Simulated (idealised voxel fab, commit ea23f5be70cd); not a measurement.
Process module in this document: voxel spacer lines
It is cross-section cut that appears here, measuring 250 nm in width, its square cells being 5 nm in size.
Cross-section = grid of square cells, listed top down in bands; band = one or more rows. First you get the band's top height and its bottom height, in nm, and then the materials it's made of, left to right, with each width in nm. If you see a single material with "everywhere", that one covers the band edge to edge. "empty" is empty space. Note: height 0 marks the level under which the wafer is uniformly one material as received. Lowest band unbounded below, written "top 0, no bottom". Graded width ("30->40"): value in top row of band = first number; value in bottom row = second number; row-to-row change constant. Step note "nothing changed" = no cross-section cell changed. Voids not open to the top, 8 cells minimum: see "Sealed cavities". Written width x height at distance; distance is from the left edge; nm. Text after the settings on a step's line: the simulator's own remark on that step. The line of a step may include "overlay nm". On a step with a mask, this value is how far to the right of its planned place the mask lay. A negative value means the mask lay to the left.

-- The steps planned for the process are as follows
1) RECEIVE | material Si
2) CONFORMAL_DEP | material Al2O3 | thk nm 10
3) DIRECTIONAL_DEP | material SiN | thk nm 20
4) DIRECTIONAL_DEP | material aC | thk nm 20
5) PATTERN | tone cover | mask id MANDREL | material resist | width nm 15 | pitch nm 50 | thk nm 30 | overlay nm -15
6) DIRECTIONAL_ETCH | etch materials aC | depth nm 20
7) STRIP | etch materials resist
8) CONFORMAL_DEP | material SiO2 | thk nm 10
9) DIRECTIONAL_ETCH | etch materials SiO2 | depth nm 10
10) STRIP | etch materials aC
11) DIRECTIONAL_ETCH | etch materials SiN | depth nm 20
12) STRIP | etch materials SiO2
13) FILL_DEP | material lowk | thk nm 5
14) CMP | height nm 30
The overlay nm used in step 5 is not the same on every wafer, whereas the starting condition is; the value printed in the plan is the first wafer's.

-- So this is the first of several wafers, cross-sectioned as it came to us, meaning it's at the end of step 1
> top 0, no bottom  Si everywhere
> Sealed cavities: none

-- End-of-module cross-section, first of several wafers, after last step 14
> top 30, bottom 10  40 lowk | 10 SiN | 15 lowk | 10 SiN | 15 lowk | 10 SiN | 15 lowk | 10 SiN | 15 lowk | 10 SiN | 15 lowk | 10 SiN | 75 lowk
> top 10, bottom 0  Al2O3 everywhere
> top 0, no bottom  Si everywhere
> Sealed cavities: none

-- End of module, last wafer sectioned
> top 30, bottom 10  70 lowk | 10 SiN | 15 lowk | 10 SiN | 15 lowk | 10 SiN | 15 lowk | 10 SiN | 15 lowk | 10 SiN | 15 lowk | 10 SiN | 45 lowk
> top 10, bottom 0  Al2O3 everywhere
> top 0, no bottom  Si everywhere
> Sealed cavities: none

-- wafer rows; end of module; cells per material since receipt: (+) gained, (-) lost; then closed voids
overlay nm -15, +100 Al2O3, +48 SiN, +152 lowk, Sealed cavities: none
overlay nm -10, +100 Al2O3, +48 SiN, +152 lowk, Sealed cavities: none
overlay nm -5, +100 Al2O3, +48 SiN, +152 lowk, Sealed cavities: none
overlay nm 0, +100 Al2O3, +48 SiN, +152 lowk, Sealed cavities: none
overlay nm 5, +100 Al2O3, +48 SiN, +152 lowk, Sealed cavities: none
overlay nm 10, +100 Al2O3, +48 SiN, +152 lowk, Sealed cavities: none
overlay nm 15, +100 Al2O3, +48 SiN, +152 lowk, Sealed cavities: none
